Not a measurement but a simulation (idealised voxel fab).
process module | voxel spacer lines
cross-section cut | 175 nm wide | cells 5 nm
A cross-section is a grid of square cells, given in bands from the top down. A band is one or more rows of cells.
Each band's line starts with the height of the band's top and of its bottom, in nm. Then come its materials from left to right, each with its width in nm. One material with "throughout" fills the band from edge to edge. "air" is empty space.
Height 0 is the level under which the wafer as received is all one material. The lowest band goes on downwards, as in "0 down".
A width such as "30 to 40" changes by the same amount from each row of cells to the next, from the band's top row to its bottom row.
"no change" after a step means that no cell of the cross-section changed.
closed voids: empty space of 8 cells or more with no open way to the top, each as width x height at its distance from the left edge, in nm
after a step's settings: what the simulator itself notes on the step
overlay nm, on a step with a mask: how far to the right of its planned place the mask lay; to the left if negative
Each pair below shows a cross-section before one step and the cross-section after it, down to the lowest band that changed. The line under each pair gives the step between them, with its settings. The pairs can come from different runs of this module on the same starting wafer, so a pair continues from the pair above only where its "before" says so.
before
  0 down: Si throughout
  closed voids: none
after
  5 to 0: Al2O3 throughout
  below 0: unchanged
  closed voids: none
the step between: op CONFORMAL_DEP | material Al2O3 | thk nm 5
before: the cross-section after the pair above
after
  15 to 5: SiN throughout
  below 5: unchanged
  closed voids: none
the step between: op DIRECTIONAL_DEP | material SiN | thk nm 10
before: the cross-section after the pair above
after
  45 to 15: polySi throughout
  below 15: unchanged
  closed voids: none
the step between: op DIRECTIONAL_DEP | material polySi | thk nm 30
before: the cross-section after the pair above
after
  80 to 45: air 55 | resist 15 | air 35 | resist 15 | air 55
  below 45: unchanged
  closed voids: none
the step between: op PATTERN | tone cover | mask id MANDREL | material resist | width nm 15 | pitch nm 50 | thk nm 35 | overlay nm 0
before: the cross-section after the pair above
after
  80 to 45: air 55 | resist 15 | air 35 | resist 15 | air 55
  45 to 15: air 55 | polySi 15 | air 35 | polySi 15 | air 55
  below 15: unchanged
  closed voids: none
the step between: op DIRECTIONAL_ETCH | etch materials polySi | depth nm 30
before: the cross-section after the pair above
after
  45 to 15: air 55 | polySi 15 | air 35 | polySi 15 | air 55
  below 15: unchanged
  closed voids: none
the step between: op STRIP | etch materials resist
before: the cross-section after the pair above
after
  55 to 45: air 45 | SiO2 35 | air 15 | SiO2 35 | air 45
  45 to 25: air 45 | SiO2 10 | polySi 15 | SiO2 10 | air 15 | SiO2 10 | polySi 15 | SiO2 10 | air 45
  25 to 15: SiO2 55 | polySi 15 | SiO2 35 | polySi 15 | SiO2 55
  below 15: unchanged
  closed voids: none
the step between: op CONFORMAL_DEP | material SiO2 | thk nm 10
before: the cross-section after the pair above
after
  45 to 15: air 45 | SiO2 10 | polySi 15 | SiO2 10 | air 15 | SiO2 10 | polySi 15 | SiO2 10 | air 45
  below 15: unchanged
  closed voids: none
the step between: op DIRECTIONAL_ETCH | etch materials SiO2 | depth nm 10
before: the cross-section after the pair above
after
  45 to 15: air 45 | SiO2 10 | air 15 | SiO2 10 | air 15 | SiO2 10 | air 15 | SiO2 10 | air 45
  below 15: unchanged
  closed voids: none
the step between: op STRIP | etch materials polySi
before: the cross-section after the pair above
after
  45 to 15: air 45 | SiO2 10 | air 15 | SiO2 10 | air 15 | SiO2 10 | air 15 | SiO2 10 | air 45
  15 to 5: air 45 | SiN 10 | air 15 | SiN 10 | air 15 | SiN 10 | air 15 | SiN 10 | air 45
  below 5: unchanged
  closed voids: none
the step between: op DIRECTIONAL_ETCH | etch materials SiN | depth nm 10
before: the cross-section after the pair above
after
  15 to 5: air 45 | SiN 10 | air 15 | SiN 10 | air 15 | SiN 10 | air 15 | SiN 10 | air 45
  below 5: unchanged
  closed voids: none
the step between: op STRIP | etch materials SiO2
before: the cross-section after the pair above
after
  20 to 15: SiO2 throughout
  15 to 5: SiO2 45 | SiN 10 | SiO2 15 | SiN 10 | SiO2 15 | SiN 10 | SiO2 15 | SiN 10 | SiO2 45
  below 5: unchanged
  closed voids: none
the step between: op FILL_DEP | material SiO2 | thk nm 5
before: the cross-section after the pair above
after
  15 to 5: SiO2 45 | SiN 10 | SiO2 15 | SiN 10 | SiO2 15 | SiN 10 | SiO2 15 | SiN 10 | SiO2 45
  below 5: unchanged
  closed voids: none
the step between: op CMP | height nm 15
before
  0 down: Si throughout
  closed voids: none
after
  10 to 0: SiN throughout
  below 0: unchanged
  closed voids: none
the step between: op DIRECTIONAL_DEP | material SiN | thk nm 10
before: the cross-section after the pair above
after
  40 to 10: polySi throughout
  below 10: unchanged
  closed voids: none
the step between: op DIRECTIONAL_DEP | material polySi | thk nm 30
before: the cross-section after the pair above
after
  75 to 40: air 55 | resist 15 | air 35 | resist 15 | air 55
  below 40: unchanged
  closed voids: none
the step between: op PATTERN | tone cover | mask id MANDREL | material resist | width nm 15 | pitch nm 50 | thk nm 35 | overlay nm 0
before: the cross-section after the pair above
after
  75 to 40: air 55 | resist 15 | air 35 | resist 15 | air 55
  40 to 10: air 55 | polySi 15 | air 35 | polySi 15 | air 55
  below 10: unchanged
  closed voids: none
the step between: op DIRECTIONAL_ETCH | etch materials polySi | depth nm 30
before: the cross-section after the pair above
after
  40 to 10: air 55 | polySi 15 | air 35 | polySi 15 | air 55
  below 10: unchanged
  closed voids: none
the step between: op STRIP | etch materials resist
before: the cross-section after the pair above
after
  50 to 40: air 45 | SiO2 35 | air 15 | SiO2 35 | air 45
  40 to 20: air 45 | SiO2 10 | polySi 15 | SiO2 10 | air 15 | SiO2 10 | polySi 15 | SiO2 10 | air 45
  20 to 10: SiO2 55 | polySi 15 | SiO2 35 | polySi 15 | SiO2 55
  below 10: unchanged
  closed voids: none
the step between: op CONFORMAL_DEP | material SiO2 | thk nm 10
before: the cross-section after the pair above
after
  40 to 10: air 45 | SiO2 10 | polySi 15 | SiO2 10 | air 15 | SiO2 10 | polySi 15 | SiO2 10 | air 45
  below 10: unchanged
  closed voids: none
the step between: op DIRECTIONAL_ETCH | etch materials SiO2 | depth nm 10
before: the cross-section after the pair above
after
  40 to 10: air 45 | SiO2 10 | air 15 | SiO2 10 | air 15 | SiO2 10 | air 15 | SiO2 10 | air 45
  below 10: unchanged
  closed voids: none
the step between: op STRIP | etch materials polySi
before: the cross-section after the pair above
after
  40 to 10: air 45 | SiO2 10 | air 15 | SiO2 10 | air 15 | SiO2 10 | air 15 | SiO2 10 | air 45
  10 to 0: air 45 | SiN 10 | air 15 | SiN 10 | air 15 | SiN 10 | air 15 | SiN 10 | air 45
  below 0: unchanged
  closed voids: none
the step between: op DIRECTIONAL_ETCH | etch materials SiN | depth nm 10
before: the cross-section after the pair above
after
  10 to 0: air 45 | SiN 10 | air 15 | SiN 10 | air 15 | SiN 10 | air 15 | SiN 10 | air 45
  below 0: unchanged
  closed voids: none
the step between: op STRIP | etch materials SiO2
before: the cross-section after the pair above
after
  15 to 10: SiO2 throughout
  10 to 0: SiO2 45 | SiN 10 | SiO2 15 | SiN 10 | SiO2 15 | SiN 10 | SiO2 15 | SiN 10 | SiO2 45
  below 0: unchanged
  closed voids: none
the step between: op FILL_DEP | material SiO2 | thk nm 5
before
  5 to 0: Al2O3 throughout
  0 down: Si throughout
  closed voids: none
after
  35 to 5: polySi throughout
  below 5: unchanged
  closed voids: none
the step between: op DIRECTIONAL_DEP | material polySi | thk nm 30
before: the cross-section after the pair above
after
  45 to 35: SiN throughout
  below 35: unchanged
  closed voids: none
the step between: op DIRECTIONAL_DEP | material SiN | thk nm 10
before: the cross-section after the pair above
after
  80 to 45: air 55 | resist 15 | air 35 | resist 15 | air 55
  below 45: unchanged
  closed voids: none
the step between: op PATTERN | tone cover | mask id MANDREL | material resist | width nm 15 | pitch nm 50 | thk nm 35 | overlay nm 0
before: the cross-section after the pair above
after
  45 to 35: SiN throughout
  below 35: unchanged
  closed voids: none
the step between: op STRIP | etch materials resist
before: the cross-section after the pair above
after
  55 to 45: SiO2 throughout
  below 45: unchanged
  closed voids: none
the step between: op CONFORMAL_DEP | material SiO2 | thk nm 10
before: the cross-section after the pair above
after
  45 to 35: SiN throughout
  below 35: unchanged
  closed voids: none
the step between: op DIRECTIONAL_ETCH | etch materials SiO2 | depth nm 10
before: the cross-section after the pair above
after
  35 to 5: polySi throughout
  below 5: unchanged
  closed voids: none
the step between: op DIRECTIONAL_ETCH | etch materials SiN | depth nm 10
before: the cross-section after the pair above
after
  40 to 35: SiO2 throughout
  below 35: unchanged
  closed voids: none
the step between: op FILL_DEP | material SiO2 | thk nm 5
before: the cross-section after the pair above
after
  15 to 5: polySi throughout
  below 5: unchanged
  closed voids: none
the step between: op CMP | height nm 15
before
  45 to 15: air 55 | polySi 15 | air 35 | polySi 15 | air 55
  15 to 5: SiN throughout
  5 to 0: Al2O3 throughout
  0 down: Si throughout
  closed voids: none
after
  50 to 45: air 50 | SiO2 25 | air 25 | SiO2 25 | air 50
  45 to 20: air 50 | SiO2 5 | polySi 15 | SiO2 5 | air 25 | SiO2 5 | polySi 15 | SiO2 5 | air 50
  20 to 15: SiO2 55 | polySi 15 | SiO2 35 | polySi 15 | SiO2 55
  below 15: unchanged
  closed voids: none
the step between: op CONFORMAL_DEP | material SiO2 | thk nm 5
before: the cross-section after the pair above
after
  45 to 40: air 55 | polySi 15 | air 35 | polySi 15 | air 55
  40 to 15: air 50 | SiO2 5 | polySi 15 | SiO2 5 | air 25 | SiO2 5 | polySi 15 | SiO2 5 | air 50
  below 15: unchanged
  closed voids: none
the step between: op DIRECTIONAL_ETCH | etch materials SiO2 | depth nm 10
before: the cross-section after the pair above
after
  40 to 15: air 50 | SiO2 5 | air 15 | SiO2 5 | air 25 | SiO2 5 | air 15 | SiO2 5 | air 50
  below 15: unchanged
  closed voids: none
the step between: op STRIP | etch materials polySi
before: the cross-section after the pair above
after
  40 to 15: air 50 | SiO2 5 | air 15 | SiO2 5 | air 25 | SiO2 5 | air 15 | SiO2 5 | air 50
  15 to 5: air 50 | SiN 5 | air 15 | SiN 5 | air 25 | SiN 5 | air 15 | SiN 5 | air 50
  below 5: unchanged
  closed voids: none
the step between: op DIRECTIONAL_ETCH | etch materials SiN | depth nm 10
before: the cross-section after the pair above
after
  15 to 5: air 50 | SiN 5 | air 15 | SiN 5 | air 25 | SiN 5 | air 15 | SiN 5 | air 50
  below 5: unchanged
  closed voids: none
the step between: op STRIP | etch materials SiO2
before: the cross-section after the pair above
after
  20 to 15: SiO2 throughout
  15 to 5: SiO2 50 | SiN 5 | SiO2 15 | SiN 5 | SiO2 25 | SiN 5 | SiO2 15 | SiN 5 | SiO2 50
  below 5: unchanged
  closed voids: none
the step between: op FILL_DEP | material SiO2 | thk nm 5
before: the cross-section after the pair above
after
  15 to 5: SiO2 50 | SiN 5 | SiO2 15 | SiN 5 | SiO2 25 | SiN 5 | SiO2 15 | SiN 5 | SiO2 50
  below 5: unchanged
  closed voids: none
the step between: op CMP | height nm 15
before
  45 to 15: polySi throughout
  15 to 5: SiN throughout
  5 to 0: Al2O3 throughout
  0 down: Si throughout
  closed voids: none
after
  80 to 45: air 50 | resist 25 | air 25 | resist 25 | air 50
  below 45: unchanged
  closed voids: none
the step between: op PATTERN | tone cover | mask id MANDREL | material resist | width nm 25 | pitch nm 50 | thk nm 35 | overlay nm 0
before: the cross-section after the pair above
after
  80 to 45: air 50 | resist 25 | air 25 | resist 25 | air 50
  45 to 15: air 50 | polySi 25 | air 25 | polySi 25 | air 50
  below 15: unchanged
  closed voids: none
the step between: op DIRECTIONAL_ETCH | etch materials polySi | depth nm 30
before: the cross-section after the pair above
after
  45 to 15: air 50 | polySi 25 | air 25 | polySi 25 | air 50
  below 15: unchanged
  closed voids: none
the step between: op STRIP | etch materials resist
before: the cross-section after the pair above
after
  55 to 45: air 40 | SiO2 45 | air 5 | SiO2 45 | air 40
  45 to 25: air 40 | SiO2 10 | polySi 25 | SiO2 10 | air 5 | SiO2 10 | polySi 25 | SiO2 10 | air 40
  25 to 15: SiO2 50 | polySi 25 | SiO2 25 | polySi 25 | SiO2 50
  below 15: unchanged
  closed voids: none
the step between: op CONFORMAL_DEP | material SiO2 | thk nm 10
before: the cross-section after the pair above
after
  45 to 15: air 40 | SiO2 10 | polySi 25 | SiO2 10 | air 5 | SiO2 10 | polySi 25 | SiO2 10 | air 40
  below 15: unchanged
  closed voids: none
the step between: op DIRECTIONAL_ETCH | etch materials SiO2 | depth nm 10
before: the cross-section after the pair above
after
  45 to 15: air 40 | SiO2 10 | air 25 | SiO2 10 | air 5 | SiO2 10 | air 25 | SiO2 10 | air 40
  below 15: unchanged
  closed voids: none
the step between: op STRIP | etch materials polySi
before: the cross-section after the pair above
after
  45 to 15: air 40 | SiO2 10 | air 25 | SiO2 10 | air 5 | SiO2 10 | air 25 | SiO2 10 | air 40
  15 to 5: air 40 | SiN 10 | air 25 | SiN 10 | air 5 | SiN 10 | air 25 | SiN 10 | air 40
  below 5: unchanged
  closed voids: none
the step between: op DIRECTIONAL_ETCH | etch materials SiN | depth nm 10
before: the cross-section after the pair above
after
  15 to 5: air 40 | SiN 10 | air 25 | SiN 10 | air 5 | SiN 10 | air 25 | SiN 10 | air 40
  below 5: unchanged
  closed voids: none
the step between: op STRIP | etch materials SiO2
before: the cross-section after the pair above
after
  20 to 15: SiO2 throughout
  15 to 5: SiO2 40 | SiN 10 | SiO2 25 | SiN 10 | SiO2 5 | SiN 10 | SiO2 25 | SiN 10 | SiO2 40
  below 5: unchanged
  closed voids: none
the step between: op FILL_DEP | material SiO2 | thk nm 5
before: the cross-section after the pair above
after
  15 to 5: SiO2 40 | SiN 10 | SiO2 25 | SiN 10 | SiO2 5 | SiN 10 | SiO2 25 | SiN 10 | SiO2 40
  below 5: unchanged
  closed voids: none
the step between: op CMP | height nm 15
before
  45 to 15: polySi throughout
  15 to 5: SiN throughout
  5 to 0: Al2O3 throughout
  0 down: Si throughout
  closed voids: none
after
  80 to 45: air 60 | resist 15 | air 35 | resist 15 | air 50
  below 45: unchanged
  closed voids: none
the step between: op PATTERN | tone cover | mask id MANDREL | material resist | width nm 15 | pitch nm 50 | thk nm 35 | overlay nm 5
before: the cross-section after the pair above
after
  80 to 45: air 60 | resist 15 | air 35 | resist 15 | air 50
  45 to 15: air 60 | polySi 15 | air 35 | polySi 15 | air 50
  below 15: unchanged
  closed voids: none
the step between: op DIRECTIONAL_ETCH | etch materials polySi | depth nm 30
before: the cross-section after the pair above
after
  45 to 15: air 60 | polySi 15 | air 35 | polySi 15 | air 50
  below 15: unchanged
  closed voids: none
the step between: op STRIP | etch materials resist
before: the cross-section after the pair above
after
  55 to 45: air 50 | SiO2 35 | air 15 | SiO2 35 | air 40
  45 to 25: air 50 | SiO2 10 | polySi 15 | SiO2 10 | air 15 | SiO2 10 | polySi 15 | SiO2 10 | air 40
  25 to 15: SiO2 60 | polySi 15 | SiO2 35 | polySi 15 | SiO2 50
  below 15: unchanged
  closed voids: none
the step between: op CONFORMAL_DEP | material SiO2 | thk nm 10
before: the cross-section after the pair above
after
  45 to 15: air 50 | SiO2 10 | polySi 15 | SiO2 10 | air 15 | SiO2 10 | polySi 15 | SiO2 10 | air 40
  below 15: unchanged
  closed voids: none
the step between: op DIRECTIONAL_ETCH | etch materials SiO2 | depth nm 10
before: the cross-section after the pair above
after
  45 to 15: air 50 | SiO2 10 | air 15 | SiO2 10 | air 15 | SiO2 10 | air 15 | SiO2 10 | air 40
  below 15: unchanged
  closed voids: none
the step between: op STRIP | etch materials polySi
before: the cross-section after the pair above
after
  45 to 15: air 50 | SiO2 10 | air 15 | SiO2 10 | air 15 | SiO2 10 | air 15 | SiO2 10 | air 40
  15 to 5: air 50 | SiN 10 | air 15 | SiN 10 | air 15 | SiN 10 | air 15 | SiN 10 | air 40
  below 5: unchanged
  closed voids: none
the step between: op DIRECTIONAL_ETCH | etch materials SiN | depth nm 10
before: the cross-section after the pair above
after
  15 to 5: air 50 | SiN 10 | air 15 | SiN 10 | air 15 | SiN 10 | air 15 | SiN 10 | air 40
  below 5: unchanged
  closed voids: none
the step between: op STRIP | etch materials SiO2
before: the cross-section after the pair above
after
  20 to 15: SiO2 throughout
  15 to 5: SiO2 50 | SiN 10 | SiO2 15 | SiN 10 | SiO2 15 | SiN 10 | SiO2 15 | SiN 10 | SiO2 40
  below 5: unchanged
  closed voids: none
the step between: op FILL_DEP | material SiO2 | thk nm 5
before: the cross-section after the pair above
after
  15 to 5: SiO2 50 | SiN 10 | SiO2 15 | SiN 10 | SiO2 15 | SiN 10 | SiO2 15 | SiN 10 | SiO2 40
  below 5: unchanged
  closed voids: none
the step between: op CMP | height nm 15
before
  15 to 5: air 45 | SiN 10 | air 15 | SiN 10 | air 15 | SiN 10 | air 15 | SiN 10 | air 45
  5 to 0: Al2O3 throughout
  0 down: Si throughout
  closed voids: none
after
  20 to 15: polySi throughout
  15 to 5: polySi 45 | SiN 10 | polySi 15 | SiN 10 | polySi 15 | SiN 10 | polySi 15 | SiN 10 | polySi 45
  below 5: unchanged
  closed voids: none
the step between: op FILL_DEP | material polySi | thk nm 5
before: the cross-section after the pair above
after
  15 to 5: polySi 45 | SiN 10 | polySi 15 | SiN 10 | polySi 15 | SiN 10 | polySi 15 | SiN 10 | polySi 45
  below 5: unchanged
  closed voids: none
the step between: op CMP | height nm 15
